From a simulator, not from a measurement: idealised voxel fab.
Presented below is a process module, voxel quadruple lines.
The cross-section on display is named cut; it measures 205 nm wide, and its cells are 5 nm squares.
A cross-section is a grid of square cells, given in bands from the top down. A band is one or more rows of cells. Heads up on the band format: heights come first, top then bottom, in nm. After that it's the materials left to right, each with its width in nm. A single material flagged "throughout" fills the whole band edge to edge, and "empty" means there's empty space there. Heights are expressed relative to 0, this being the level below which the as-received wafer comprises one material exclusively. The lowest band is unbounded in the downward direction and is denoted as in "0..down". A width given as "30..40" starts at the first number in the band's top row and ends at the second number in its bottom row, shifting by an equal amount at every step from row to row. A step reported as "remains unaltered" is a step in which no cell of the cross-section changed. The entry titled "Closed-off voids" provides the empty spaces that have no open way to the top, restricted to those of 8 cells or more. Each is presented as width x height at distance, the distance being measured from the left edge, with all three in nm. Text after the settings on a step's line: the simulator's own remark on that step. Regarding "overlay nm": on a step with a mask, it is the distance the mask lay to the right of its planned place; a negative value places it to the left.

THESE ARE THE STEPS WE PLANNED FOR THE PROCESS
1. RECEIVE | material Si
2. CONFORMAL_DEP | material Al2O3 | thk nm 5
3. DIRECTIONAL_DEP | material Ru | thk nm 15
4. DIRECTIONAL_DEP | material polySi | thk nm 15
5. DIRECTIONAL_DEP | material aC | thk nm 25
6. PATTERN | tone cover | mask id MANDREL | material resist | width nm 30 | thk nm 30 | overlay nm 0
7. DIRECTIONAL_ETCH | etch materials aC | depth nm 25
8. STRIP | etch materials resist
9. CONFORMAL_DEP | material SiO2 | thk nm 10
10. DIRECTIONAL_ETCH | etch materials SiO2 | depth nm 10
11. STRIP | etch materials aC
12. DIRECTIONAL_ETCH | etch materials polySi | depth nm 15
13. STRIP | etch materials SiO2
14. CONFORMAL_DEP | material SiCN | thk nm 10
15. DIRECTIONAL_ETCH | etch materials SiCN | depth nm 10
16. STRIP | etch materials polySi
17. DIRECTIONAL_ETCH | etch materials Ru | depth nm 15
18. STRIP | etch materials SiCN
19. FILL_DEP | material lowk | thk nm 10
20. CMP | height nm 20

STEP 1 COMPLETE: CROSS-SECTION OF THE WAFER AS RECEIVED
  0..down  Si throughout
  Closed-off voids: none

WAFER AT MODULE END, IN SECTION. BEGAN AS ABOVE, PLANNED AS ABOVE, RUN WITH ONE MISTAKE
  20..5  lowk: 75, Ru: 10, lowk: 10, Ru: 10, lowk: 10, Ru: 10, lowk: 80
  5..0  Al2O3 throughout
  0..down  Si throughout
  Closed-off voids: none
Here's what went sideways: contrary to plan, step 6 was performed as PATTERN | tone open | mask id MANDREL | material resist | width nm 30 | thk nm 30 | overlay nm 0
